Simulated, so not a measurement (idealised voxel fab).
Documented hereafter: the process module known as voxel self aligned contacts.
Cross-sectional view cut (width: 240 nm; square cell size: 5 nm).
Notation: cross-section as square-cell grid; stated in bands, top first, going down; one or more cell rows per band.
It is stipulated that each band's entry specify, in nanometres, the height of the top of the band and then that of its bottom, followed by the materials of the band in left-to-right sequence, each together with its width in nanometres. A single material marked by the word "edge to edge" is understood to fill the band from edge to edge; the word "blank" is understood to denote empty space.
Beneath 0, the wafer as received is one material, and that level is where height counting begins. The lowest band goes on downward without a bottom; it is written like "0..down".
Graded width ("30->40"): value in top row of band = first number; value in bottom row = second number; row-to-row change constant.
Where the words "identical to before" appear for a step, the cross-section shows no cell changed by that step; every cell remained as before.
Under "Voids lacking openings" you'll find the enclosed gaps, the ones with no way out to the top, that are 8 cells or bigger; each reads width x height at distance, with distance counted from the left edge, everything in nm.
Read whatever lies past the settings on a step's line as the simulator's own remark about the step.
Steps that use a mask can have "overlay nm" on their line. It says how far the mask sat to the right of where it was meant to be. Negative means to the left.

[Here's what the planned process steps look like]
1,RECEIVE, material Si
2,CONFORMAL_DEP, material SiO2, thk nm 5
3,DIRECTIONAL_DEP, material polySi, thk nm 20
4,DIRECTIONAL_DEP, material SiN, thk nm 20
5,MASKED_ETCH, tone cover, mask id GATE, width nm 25, pitch nm 65, etch materials SiN, depth nm 20, overlay nm 0
6,MASKED_ETCH, tone cover, mask id GATE, width nm 25, pitch nm 65, etch materials polySi, depth nm 20, overlay nm 0
7,CONFORMAL_DEP, material SiN, thk nm 10
8,DIRECTIONAL_ETCH, etch materials SiN, depth nm 10
9,FILL_DEP, material SiO2, thk nm 10
10,CMP, height nm 50
11,DIRECTIONAL_DEP, material aC, thk nm 15
12,PATTERN, tone open, mask id CONTACT, material resist, width nm 50, pitch nm 65, thk nm 30, overlay nm 0
13,DIRECTIONAL_ETCH, etch materials aC, depth nm 15
14,STRIP, etch materials resist
15,DIRECTIONAL_ETCH, etch materials SiO2, depth nm 50
16,STRIP, etch materials aC
17,CONFORMAL_DEP, material TiN, thk nm 5
18,FILL_DEP, material Ru, thk nm 10
19,CMP, height nm 50
20,CONFORMAL_DEP, material SiN, thk nm 5

[Wafer at receipt (post step 1), cross-section]
  0..down | Si edge to edge
  Voids lacking openings: none

[Sectioned view, first of two wafers, at the close of the module, processed as intended in the plan]
  55..50 | SiN edge to edge
  50..45 | SiO2: 60 | TiN: 20 | Ru: 10 | TiN: 20 | SiO2: 15 | TiN: 20 | Ru: 10 | TiN: 20 | SiO2: 65
  45..25 | SiO2: 30 | SiN: 45 | TiN: 5 | Ru: 10 | TiN: 5 | SiN: 45 | TiN: 5 | Ru: 10 | TiN: 5 | SiN: 45 | SiO2: 35
  25..5 | SiO2: 30 | SiN: 10 | polySi: 25 | SiN: 10 | TiN: 5 | Ru: 10 | TiN: 5 | SiN: 10 | polySi: 25 | SiN: 10 | TiN: 5 | Ru: 10 | TiN: 5 | SiN: 10 | polySi: 25 | SiN: 10 | SiO2: 35
  5..0 | SiO2: 75 | TiN: 20 | SiO2: 45 | TiN: 20 | SiO2: 80
  0..down | Si edge to edge
  Voids lacking openings: none

[Second of two wafers, module complete, sectioned: it shares the first wafer's start and plan but was run with one mistake]
  55..50 | SiN edge to edge
  50..45 | Ru: 25 | TiN: 35 | SiO2: 50 | TiN: 15 | SiO2: 50 | TiN: 35 | Ru: 30
  45..25 | Ru: 25 | TiN: 5 | SiN: 45 | SiO2: 20 | SiN: 45 | SiO2: 20 | SiN: 45 | TiN: 5 | Ru: 30
  25..5 | Ru: 25 | TiN: 5 | SiN: 10 | polySi: 25 | SiN: 10 | SiO2: 20 | SiN: 10 | polySi: 25 | SiN: 10 | SiO2: 20 | SiN: 10 | polySi: 25 | SiN: 10 | TiN: 5 | Ru: 30
  5..0 | TiN: 30 | SiO2: 175 | TiN: 35
  0..down | Si edge to edge
  Voids lacking openings: none
So what did we get wrong on this run? planned and actual differ for step 12; actual: PATTERN, tone cover, mask id CONTACT, material resist, width nm 50, pitch nm 65, thk nm 30, overlay nm 0
at the end the second wafer has, in cells: 63 more of Ru; 53 fewer of SiO2; 10 fewer of TiN
